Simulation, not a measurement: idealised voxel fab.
Documented hereafter: the process module known as voxel local oxidation.
Square cells of 5 nm make up the cross-section cut, whose width is 205 nm.
A cross-section is written here as square cells arranged in a grid, and it is given in bands from the top down, each band taking up one or more rows of cells.
Top height, bottom height, nm. Materials left to right, width each, nm. Single material + "edge to edge" = fills band edge to edge. "empty" = empty.
Heights are reckoned from 0. Under this level, the received wafer is all of one material. The bottommost band is open-ended downward, for example "0 nm and below".
Width "30..40": first value at the band's top row of cells, second value at its bottom row, equal change from row to row.
Given "remains unaltered" for a step, no cell of the cross-section differs between before and after that step.
The entry "Closed cavity list" lists the empty spaces that cover at least 8 cells and have no open path to the top. Each is written as width x height at distance, where the distance is measured from the left edge and all three values are in nm.
Anything after a step's settings on that line? It's the simulator's own note about the step.
A step's line can hold "overlay nm"; with a mask on that step, the setting says how far right of the planned place the mask lay, while a negative setting says it lay to the left.
[The process steps that were planned are listed below]
1 RECEIVE [material Si]
2 OXIDIZE [depth nm 5]
3 CONFORMAL_DEP [material SiN] [thk nm 10]
4 MASKED_ETCH [tone cover] [mask id ACTIVE] [width nm 100] [etch materials SiN] [depth nm 10] [overlay nm 0]
5 SELECTIVE_ETCH [etch materials SiO2] [depth nm 5]
6 OXIDIZE [depth nm 10]
7 STRIP [etch materials SiN]
[Cross-section of the incoming wafer, state after step 1]
> 0 nm and below  Si edge to edge
> Closed cavity list: none
[Wafer cross-section at module end: first of two, run to plan]
> 0 nm to -5 nm  empty 55; SiO2 90; empty 60
> -5 nm to -15 nm  SiO2 65; Si 70; SiO2 70
> -15 nm and below  Si edge to edge
> Closed cavity list: none
[Cross-sectional image of the second wafer of the two following completion of the module. Starting state and process plan were the same as for the first wafer; one execution error occurred]
> 0 nm to -5 nm  empty 60; SiO2 90; empty 55
> -5 nm to -15 nm  SiO2 70; Si 70; SiO2 65
> -15 nm and below  Si edge to edge
> Closed cavity list: none
Against the plan, the run slipped here: step 4 was run on a setting that differed from the plan, and what really ran there is MASKED_ETCH [tone cover] [mask id ACTIVE] [width nm 100] [etch materials SiN] [depth nm 10] [overlay nm 5]
The two final wafers agree on how many cells each material fills and disagree on which cells those are.
